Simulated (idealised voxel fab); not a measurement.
Module name: voxel self aligned contacts (process module)
cross-section cut | 150 nm wide | cells 5 nm
In what follows, cross-sections appear as grids of square cells, described through bands that run from the top down, where every band is one or more rows of cells.
Band: top and bottom heights (nm) first, top before bottom; then materials from left to right, widths in nm. "everywhere" marks a sole material filling the band edge to edge. "blank" denotes empty space.
A quick word on heights: they are counted from 0, and under that level the wafer as it came to us is one material throughout. The lowest band is different from the rest in having no bottom; it simply continues downward, written as in "top 0, no bottom".
It should be noted that a width expressed as "30..40" varies in equal increments from row to row of cells within the band, taking the value of the first number at the top row and that of the second number at the bottom row.
What does "nothing different" mean for a step? It means no cell of the cross-section changed in that step.
Closed-off voids of 8+ cells (no open route to the top) go in "Voids, enclosed", written width x height at distance from the left edge, in nm.
What comes after the settings on a step's line is commentary from the simulator itself on that step.
"overlay nm" denotes, for a step that has a mask, the displacement of the mask to the right of its planned place, with negative values corresponding to the left.

**Steps planned for the process**
- 1: RECEIVE, material Si
- 2: CONFORMAL_DEP, material SiO2, thk nm 5
- 3: DIRECTIONAL_DEP, material polySi, thk nm 30
- 4: DIRECTIONAL_DEP, material SiN, thk nm 20
- 5: MASKED_ETCH, tone cover, mask id GATE, width nm 30, pitch nm 60, etch materials SiN, depth nm 20, overlay nm 0
- 6: MASKED_ETCH, tone cover, mask id GATE, width nm 30, pitch nm 60, etch materials polySi, depth nm 30, overlay nm 0
- 7: CONFORMAL_DEP, material SiN, thk nm 5
- 8: DIRECTIONAL_ETCH, etch materials SiN, depth nm 5
- 9: FILL_DEP, material SiO2, thk nm 20
- 10: CMP, height nm 65
- 11: DIRECTIONAL_DEP, material aC, thk nm 15
- 12: PATTERN, tone open, mask id CONTACT, material resist, width nm 40, thk nm 30, overlay nm 0
- 13: DIRECTIONAL_ETCH, etch materials aC, depth nm 15
- 14: STRIP, etch materials resist
- 15: DIRECTIONAL_ETCH, etch materials SiO2, depth nm 65
- 16: STRIP, etch materials aC
- 17: CONFORMAL_DEP, material TiN, thk nm 5
- 18: FILL_DEP, material W, thk nm 5
- 19: CMP, height nm 65
- 20: CONFORMAL_DEP, material SiN, thk nm 5

**Delivered wafer in cross-section: state after step 1**
- top 0, no bottom = Si everywhere
- Voids, enclosed: none

**Sectioned view, first of two wafers, at the close of the module, processed as intended in the plan**
- top 70, bottom 65 = SiN everywhere
- top 65, bottom 55 = SiO2=55 / TiN=5..15 / W=30..10 / TiN=5..15 / SiO2=55
- top 55, bottom 35 = SiO2=25 / SiN=40 / TiN=5 / W=10 / TiN=5 / SiN=40 / SiO2=25
- top 35, bottom 5 = SiO2=25 / SiN=5 / polySi=30 / SiN=5 / TiN=5 / W=10 / TiN=5 / SiN=5 / polySi=30 / SiN=5 / SiO2=25
- top 5, bottom 0 = SiO2=65 / TiN=20 / SiO2=65
- top 0, no bottom = Si everywhere
- Voids, enclosed: none

**This cross-section belongs to the second wafer of two at the end of the module; the start and the plan were shared with the first, and the run included one mistake**
- top 70, bottom 65 = SiN everywhere
- top 65, bottom 55 = SiO2=55 / TiN=5..10 / W=30..20 / TiN=5..10 / SiO2=55
- top 55, bottom 40 = SiO2=30 / SiN=30 / TiN=5 / W=20 / TiN=5 / SiN=30 / SiO2=30
- top 40, bottom 35 = SiO2=30 / SiN=30 / TiN=10 / W=10 / TiN=10 / SiN=30 / SiO2=30
- top 35, bottom 5 = SiO2=25 / SiN=5 / polySi=30 / SiN=5 / TiN=5 / W=10 / TiN=5 / SiN=5 / polySi=30 / SiN=5 / SiO2=25
- top 5, bottom 0 = SiO2=65 / TiN=20 / SiO2=65
- top 0, no bottom = Si everywhere
- Voids, enclosed: none
Short version of what went wrong: step 5 did not happen as planned, as run it was MASKED_ETCH, tone cover, mask id GATE, width nm 20, pitch nm 60, etch materials SiN, depth nm 20, overlay nm 0
Heads up, by the end the second wafer has more or fewer cells of some materials compared to the first: -16 SiN | +8 SiO2 | +8 W
